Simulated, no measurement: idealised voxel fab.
Process module under the name voxel fin reveal
Shown is cross-section cut, with a width of 300 nm and square cells of size 5 nm.
Throughout this document, each cross-section is represented as a grid of square cells and is presented as a sequence of bands enumerated from the top downward, where a band comprises one or more rows of cells. What a band's entry tells you: where the top is and where the bottom is, as heights in nm, and after that what lies inside, material by material from left to right, each with its width in nm. Empty space is written as the word "empty", and a single material marked with the word "all across" occupies the band from edge to edge. Beneath 0, the wafer as received is one material, and that level is where height counting begins. The lowest band goes on downward without a bottom; it is written like "z 0 and below". Width spec "30->40" -> top row of cells at first value, bottom row at second value, equal per-row change in between. Where the words "no modifications" appear for a step, the cross-section shows no cell changed by that step; every cell remained as before. "Enclosed internal voids" enumerates empty spaces isolated from the top, with no open way to it, that contain at least 8 cells, giving each as width x height at distance from the left edge, all three in nm. If you see something after the settings on a step's line, that's the simulator's own remark about that step. You can add "overlay nm" to a step's line. For a step with a mask, it describes how far the mask lay to the right of its planned position, and a negative number describes a lay to the left.

SET OUT BELOW ARE THE PLANNED STEPS OF THE PROCESS
| 1 | RECEIVE, material Si |
| 2 | CONFORMAL_DEP, material SiN, thk nm 10 |
| 3 | PATTERN, tone cover, mask id FINS, material resist, width nm 15, pitch nm 35, thk nm 20, overlay nm 0 |
| 4 | DIRECTIONAL_ETCH, etch materials SiN, depth nm 10 |
| 5 | DIRECTIONAL_ETCH, etch materials Si, depth nm 35 |
| 6 | STRIP, etch materials resist |
| 7 | OXIDIZE, depth nm 5 |
| 8 | FILL_DEP, material SiO2, thk nm 15 |
| 9 | CMP, height nm 10 |
| 10 | SELECTIVE_ETCH, etch materials SiO2, depth nm 25 |
| 11 | STRIP, etch materials SiN |

FIRST OF TWO WAFERS - AS PLANNED

DELIVERED WAFER IN CROSS-SECTION: STATE AFTER STEP 1
	z 0 and below  Si all across
	Enclosed internal voids: none

CROSS-SECTION: WAFER STATE AFTER STEP 2
	z 10 to 0  SiN all across
	Note: structure below 0 unchanged.

CROSS-SECTION: WAFER STATE AFTER STEP 3
	z 30 to 10  empty=125; resist=15; empty=20; resist=15; empty=125
	Note: structure below 10 unchanged.

CROSS-SECTION: WAFER STATE AFTER STEP 4
	z 30 to 10  empty=125; resist=15; empty=20; resist=15; empty=125
	z 10 to 0  empty=125; SiN=15; empty=20; SiN=15; empty=125
	Note: structure below 0 unchanged.

CROSS-SECTION: WAFER STATE AFTER STEP 5
	z 30 to 10  empty=125; resist=15; empty=20; resist=15; empty=125
	z 10 to 0  empty=125; SiN=15; empty=20; SiN=15; empty=125
	z 0 to -35  empty=125; Si=15; empty=20; Si=15; empty=125
	Note: structure below -35 unchanged.

CROSS-SECTION: WAFER STATE AFTER STEP 6
	z 10 to 0  empty=125; SiN=15; empty=20; SiN=15; empty=125
	Note: structure below 0 unchanged.

CROSS-SECTION: WAFER STATE AFTER STEP 7
	z 10 to 0  empty=125; SiN=15; empty=20; SiN=15; empty=125
	z 0 to -35  empty=125; SiO2=5; Si=5; SiO2=5; empty=20; SiO2=5; Si=5; SiO2=5; empty=125
	z -35 to -40  SiO2=130; Si=5; SiO2=30; Si=5; SiO2=130
	Note: structure below -40 unchanged.

CROSS-SECTION: WAFER STATE AFTER STEP 8
	z 25 to 10  SiO2 all across
	z 10 to 0  SiO2=125; SiN=15; SiO2=20; SiN=15; SiO2=125
	z 0 to -40  SiO2=130; Si=5; SiO2=30; Si=5; SiO2=130
	Note: structure below -40 unchanged.

CROSS-SECTION: WAFER STATE AFTER STEP 9
	z 10 to 0  SiO2=125; SiN=15; SiO2=20; SiN=15; SiO2=125
	Note: structure below 0 unchanged.

CROSS-SECTION: WAFER STATE AFTER STEP 10
	z 10 to 0  empty=125; SiN=15; empty=20; SiN=15; empty=125
	z 0 to -15  empty=130; Si=5; empty=30; Si=5; empty=130
	Note: structure below -15 unchanged.

CROSS-SECTION: WAFER STATE AFTER STEP 11
	z 0 to -15  empty=130; Si=5; empty=30; Si=5; empty=130
	Note: structure below -15 unchanged.

SECOND WAFER - SHARED START AND PLAN WITH THE FIRST - ONE ERROR IN RUNNING - SAME AS THE FIRST UP TO STEP 2 INCLUSIVE

CROSS-SECTION, SECOND WAFER, AT THE END TIME THE PLAN GIVES FOR STEP 3
	z 30 to 10  resist=125; empty=15; resist=20; empty=15; resist=125
	Note: structure below 10 unchanged.

CROSS-SECTION, SECOND WAFER, AT THE END TIME THE PLAN GIVES FOR STEP 4
	z 30 to 10  resist=125; empty=15; resist=20; empty=15; resist=125
	z 10 to 0  SiN=125; empty=15; SiN=20; empty=15; SiN=125
	Note: structure below 0 unchanged.

CROSS-SECTION, SECOND WAFER, AT THE END TIME THE PLAN GIVES FOR STEP 5
	z 30 to 10  resist=125; empty=15; resist=20; empty=15; resist=125
	z 10 to 0  SiN=125; empty=15; SiN=20; empty=15; SiN=125
	z 0 to -35  Si=125; empty=15; Si=20; empty=15; Si=125
	Note: structure below -35 unchanged.

CROSS-SECTION, SECOND WAFER, AT THE END TIME THE PLAN GIVES FOR STEP 6
	z 10 to 0  SiN=125; empty=15; SiN=20; empty=15; SiN=125
	Note: structure below 0 unchanged.

CROSS-SECTION, SECOND WAFER, AT THE END TIME THE PLAN GIVES FOR STEP 7
	z 10 to 0  SiN=125; empty=15; SiN=20; empty=15; SiN=125
	z 0 to -35  Si=120; SiO2=5; empty=15; SiO2=5; Si=10; SiO2=5; empty=15; SiO2=5; Si=120
	z -35 to -40  Si=120; SiO2=25; Si=10; SiO2=25; Si=120
	Note: structure below -40 unchanged.

CROSS-SECTION, SECOND WAFER, AT THE END TIME THE PLAN GIVES FOR STEP 8
	z 25 to 10  SiO2 all across
	z 10 to 0  SiN=125; SiO2=15; SiN=20; SiO2=15; SiN=125
	z 0 to -40  Si=120; SiO2=25; Si=10; SiO2=25; Si=120
	Note: structure below -40 unchanged.

CROSS-SECTION, SECOND WAFER, AT THE END TIME THE PLAN GIVES FOR STEP 9
	z 10 to 0  SiN=125; SiO2=15; SiN=20; SiO2=15; SiN=125
	Note: structure below 0 unchanged.

CROSS-SECTION, SECOND WAFER, AT THE END TIME THE PLAN GIVES FOR STEP 10
	z 10 to 0  SiN=125; empty=15; SiN=20; empty=15; SiN=125
	z 0 to -15  Si=120; empty=25; Si=10; empty=25; Si=120
	Note: structure below -15 unchanged.

CROSS-SECTION, SECOND WAFER, AT THE END TIME THE PLAN GIVES FOR STEP 11
	z 0 to -15  Si=120; empty=25; Si=10; empty=25; Si=120
	Note: structure below -15 unchanged.
what went wrong: step 3 went in with a setting other than planned; the actual run was PATTERN, tone open, mask id FINS, material resist, width nm 15, pitch nm 35, thk nm 20, overlay nm 0
Materials where the second wafer ends with more or fewer cells than the first: 384 more of Si | 240 fewer of SiO2
